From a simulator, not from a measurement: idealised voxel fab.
Proc. module: voxel self aligned contacts
For reference, the cross-section in this document is cut, with width 220 nm and square cells of 5 nm.
We lay out every cross-section as a grid of square cells and spell it out in bands from the top down, where one band means one or more rows of cells.
Top, bottom (nm), then materials left to right with widths (nm); lone material tagged "edge to edge" fills the whole band edge to edge; "air" = empty space.
Height is counted from the level 0, under which the received wafer is composed throughout of one material. The lowest of the bands is not closed at the bottom but continues downward, in the notation "z 0 and below".
Per-row width for "30->40": begins at first number (top row of band), ends at second number (bottom row), increment between rows held constant.
Where the words "nothing got changed" appear for a step, the cross-section shows no cell changed by that step; every cell remained as before.
"Enclosed void catalog" means: voids of 8 cells or more that are shut off from the top with no open way through. Written width x height at distance, distance from the left edge, in nm.
What comes after the settings on a step's line is commentary from the simulator itself on that step.
overlay nm: how far to the right of its planned place the mask lay on this masked step (negative: to the left).
[Here's what the planned process steps look like]
step 1: RECEIVE with material Si
step 2: OXIDIZE with depth nm 5
step 3: DIRECTIONAL_DEP with material polySi, thk nm 30
step 4: DIRECTIONAL_DEP with material SiN, thk nm 20
step 5: PATTERN with tone cover, mask id GATE, material resist, width nm 35, pitch nm 65, thk nm 15, overlay nm 0
step 6: DIRECTIONAL_ETCH with etch materials SiN, depth nm 20
step 7: DIRECTIONAL_ETCH with etch materials polySi, depth nm 30
step 8: STRIP with etch materials resist
step 9: CONFORMAL_DEP with material SiN, thk nm 5
step 10: DIRECTIONAL_ETCH with etch materials SiN, depth nm 5
step 11: FILL_DEP with material SiO2, thk nm 15
step 12: CMP with height nm 55
step 13: PATTERN with tone open, mask id CONTACT, material resist, width nm 50, pitch nm 65, thk nm 15, overlay nm 0
step 14: DIRECTIONAL_ETCH with etch materials SiO2, depth nm 60
step 15: STRIP with etch materials resist
step 16: CONFORMAL_DEP with material TiN, thk nm 5
step 17: FILL_DEP with material Ru, thk nm 10
step 18: CMP with height nm 55
step 19: CONFORMAL_DEP with material SiN, thk nm 5
[Of two wafers, the first: run according to plan]
[Cross-section of the wafer upon arrival, representing the state reached after step 1]
> z 0 and below = Si edge to edge
> Enclosed void catalog: none
[Take a look at the wafer's cross-section after step 2]
> z 0 to -5 = SiO2 edge to edge
> Whatever lies below -5 is exactly as it was before.
[Take a look at the wafer's cross-section after step 3]
> z 30 to 0 = polySi edge to edge
> Whatever lies below 0 is exactly as it was before.
[Take a look at the wafer's cross-section after step 4]
> z 50 to 30 = SiN edge to edge
> Whatever lies below 30 is exactly as it was before.
[Take a look at the wafer's cross-section after step 5]
> z 65 to 50 = 25 air | 35 resist | 30 air | 35 resist | 30 air | 35 resist | 30 air
> Whatever lies below 50 is exactly as it was before.
[Take a look at the wafer's cross-section after step 6]
> z 65 to 50 = 25 air | 35 resist | 30 air | 35 resist | 30 air | 35 resist | 30 air
> z 50 to 30 = 25 air | 35 SiN | 30 air | 35 SiN | 30 air | 35 SiN | 30 air
> Whatever lies below 30 is exactly as it was before.
[Take a look at the wafer's cross-section after step 7]
> z 65 to 50 = 25 air | 35 resist | 30 air | 35 resist | 30 air | 35 resist | 30 air
> z 50 to 30 = 25 air | 35 SiN | 30 air | 35 SiN | 30 air | 35 SiN | 30 air
> z 30 to 0 = 25 air | 35 polySi | 30 air | 35 polySi | 30 air | 35 polySi | 30 air
> Whatever lies below 0 is exactly as it was before.
[Take a look at the wafer's cross-section after step 8]
> z 50 to 30 = 25 air | 35 SiN | 30 air | 35 SiN | 30 air | 35 SiN | 30 air
> Whatever lies below 30 is exactly as it was before.
[Take a look at the wafer's cross-section after step 9]
> z 55 to 30 = 20 air | 45 SiN | 20 air | 45 SiN | 20 air | 45 SiN | 25 air
> z 30 to 5 = 20 air | 5 SiN | 35 polySi | 5 SiN | 20 air | 5 SiN | 35 polySi | 5 SiN | 20 air | 5 SiN | 35 polySi | 5 SiN | 25 air
> z 5 to 0 = 25 SiN | 35 polySi | 30 SiN | 35 polySi | 30 SiN | 35 polySi | 30 SiN
> Whatever lies below 0 is exactly as it was before.
[Take a look at the wafer's cross-section after step 10]
> z 50 to 30 = 20 air | 45 SiN | 20 air | 45 SiN | 20 air | 45 SiN | 25 air
> z 30 to 0 = 20 air | 5 SiN | 35 polySi | 5 SiN | 20 air | 5 SiN | 35 polySi | 5 SiN | 20 air | 5 SiN | 35 polySi | 5 SiN | 25 air
> Whatever lies below 0 is exactly as it was before.
[Take a look at the wafer's cross-section after step 11]
> z 65 to 50 = SiO2 edge to edge
> z 50 to 30 = 20 SiO2 | 45 SiN | 20 SiO2 | 45 SiN | 20 SiO2 | 45 SiN | 25 SiO2
> z 30 to 0 = 20 SiO2 | 5 SiN | 35 polySi | 5 SiN | 20 SiO2 | 5 SiN | 35 polySi | 5 SiN | 20 SiO2 | 5 SiN | 35 polySi | 5 SiN | 25 SiO2
> Whatever lies below 0 is exactly as it was before.
[Take a look at the wafer's cross-section after step 12]
> z 55 to 50 = SiO2 edge to edge
> Whatever lies below 50 is exactly as it was before.
[Take a look at the wafer's cross-section after step 13]
> z 70 to 55 = 50 resist | 50 air | 15 resist | 50 air | 55 resist
> Whatever lies below 55 is exactly as it was before.
[Take a look at the wafer's cross-section after step 14]
> z 70 to 55 = 50 resist | 50 air | 15 resist | 50 air | 55 resist
> z 55 to 50 = 50 SiO2 | 50 air | 15 SiO2 | 50 air | 55 SiO2
> z 50 to 30 = 20 SiO2 | 45 SiN | 20 air | 45 SiN | 20 air | 45 SiN | 25 SiO2
> z 30 to 0 = 20 SiO2 | 5 SiN | 35 polySi | 5 SiN | 20 air | 5 SiN | 35 polySi | 5 SiN | 20 air | 5 SiN | 35 polySi | 5 SiN | 25 SiO2
> z 0 to -5 = 65 SiO2 | 20 air | 45 SiO2 | 20 air | 70 SiO2
> Whatever lies below -5 is exactly as it was before.
[Take a look at the wafer's cross-section after step 15]
> z 55 to 50 = 50 SiO2 | 50 air | 15 SiO2 | 50 air | 55 SiO2
> Whatever lies below 50 is exactly as it was before.
[Take a look at the wafer's cross-section after step 16]
> z 60 to 55 = 55 TiN | 40 air | 25 TiN | 40 air | 60 TiN
> z 55 to 50 = 50 SiO2 | 20 TiN | 10 air | 20 TiN | 15 SiO2 | 20 TiN | 10 air | 20 TiN | 55 SiO2
> z 50 to 30 = 20 SiO2 | 45 SiN | 5 TiN | 10 air | 5 TiN | 45 SiN | 5 TiN | 10 air | 5 TiN | 45 SiN | 25 SiO2
> z 30 to 0 = 20 SiO2 | 5 SiN | 35 polySi | 5 SiN | 5 TiN | 10 air | 5 TiN | 5 SiN | 35 polySi | 5 SiN | 5 TiN | 10 air | 5 TiN | 5 SiN | 35 polySi | 5 SiN | 25 SiO2
> z 0 to -5 = 65 SiO2 | 20 TiN | 45 SiO2 | 20 TiN | 70 SiO2
> Whatever lies below -5 is exactly as it was before.
[Take a look at the wafer's cross-section after step 17]
> z 70 to 60 = Ru edge to edge
> z 60 to 55 = 55 TiN | 40 Ru | 25 TiN | 40 Ru | 60 TiN
> z 55 to 50 = 50 SiO2 | 20 TiN | 10 Ru | 20 TiN | 15 SiO2 | 20 TiN | 10 Ru | 20 TiN | 55 SiO2
> z 50 to 30 = 20 SiO2 | 45 SiN | 5 TiN | 10 Ru | 5 TiN | 45 SiN | 5 TiN | 10 Ru | 5 TiN | 45 SiN | 25 SiO2
> z 30 to 0 = 20 SiO2 | 5 SiN | 35 polySi | 5 SiN | 5 TiN | 10 Ru | 5 TiN | 5 SiN | 35 polySi | 5 SiN | 5 TiN | 10 Ru | 5 TiN | 5 SiN | 35 polySi | 5 SiN | 25 SiO2
> Whatever lies below 0 is exactly as it was before.
[Take a look at the wafer's cross-section after step 18]
> z 55 to 50 = 50 SiO2 | 20 TiN | 10 Ru | 20 TiN | 15 SiO2 | 20 TiN | 10 Ru | 20 TiN | 55 SiO2
> Whatever lies below 50 is exactly as it was before.
[Take a look at the wafer's cross-section after step 19]
> z 60 to 55 = SiN edge to edge
> Whatever lies below 55 is exactly as it was before.
[Wafer two: like wafer one in start and plan, but with one mistake in execution; identical up to and including step 10]
[Cross-section of the second wafer corresponding to the planned conclusion of step 11]
> z 65 to 50 = Ru edge to edge
> z 50 to 30 = 20 Ru | 45 SiN | 20 Ru | 45 SiN | 20 Ru | 45 SiN | 25 Ru
> z 30 to 0 = 20 Ru | 5 SiN | 35 polySi | 5 SiN | 20 Ru | 5 SiN | 35 polySi | 5 SiN | 20 Ru | 5 SiN | 35 polySi | 5 SiN | 25 Ru
> Whatever lies below 0 is exactly as it was before.
[Cross-section of the second wafer corresponding to the planned conclusion of step 12]
> z 55 to 50 = Ru edge to edge
> Whatever lies below 50 is exactly as it was before.
[Cross-section of the second wafer corresponding to the planned conclusion of step 13]
> z 70 to 55 = 50 resist | 50 air | 15 resist | 50 air | 55 resist
> Whatever lies below 55 is exactly as it was before.
Cross-section of the second wafer corresponding to the planned conclusion of step 14: nothing got changed
[Cross-section of the second wafer corresponding to the planned conclusion of step 15]
> z 55 to 50 = Ru edge to edge
> Whatever lies below 50 is exactly as it was before.
[Cross-section of the second wafer corresponding to the planned conclusion of step 16]
> z 60 to 55 = TiN edge to edge
> Whatever lies below 55 is exactly as it was before.
[Cross-section of the second wafer corresponding to the planned conclusion of step 17]
> z 70 to 60 = Ru edge to edge
> Whatever lies below 60 is exactly as it was before.
[Cross-section of the second wafer corresponding to the planned conclusion of step 18]
> z 55 to 50 = Ru edge to edge
> Whatever lies below 50 is exactly as it was before.
[Cross-section of the second wafer corresponding to the planned conclusion of step 19]
> z 60 to 55 = SiN edge to edge
> Whatever lies below 55 is exactly as it was before.
Run error: not per plan at step 11, really ran FILL_DEP with material Ru, thk nm 15
Final wafer comparison in cells, second versus first, more or fewer per material: Ru +170 | SiO2 -106 | TiN -64
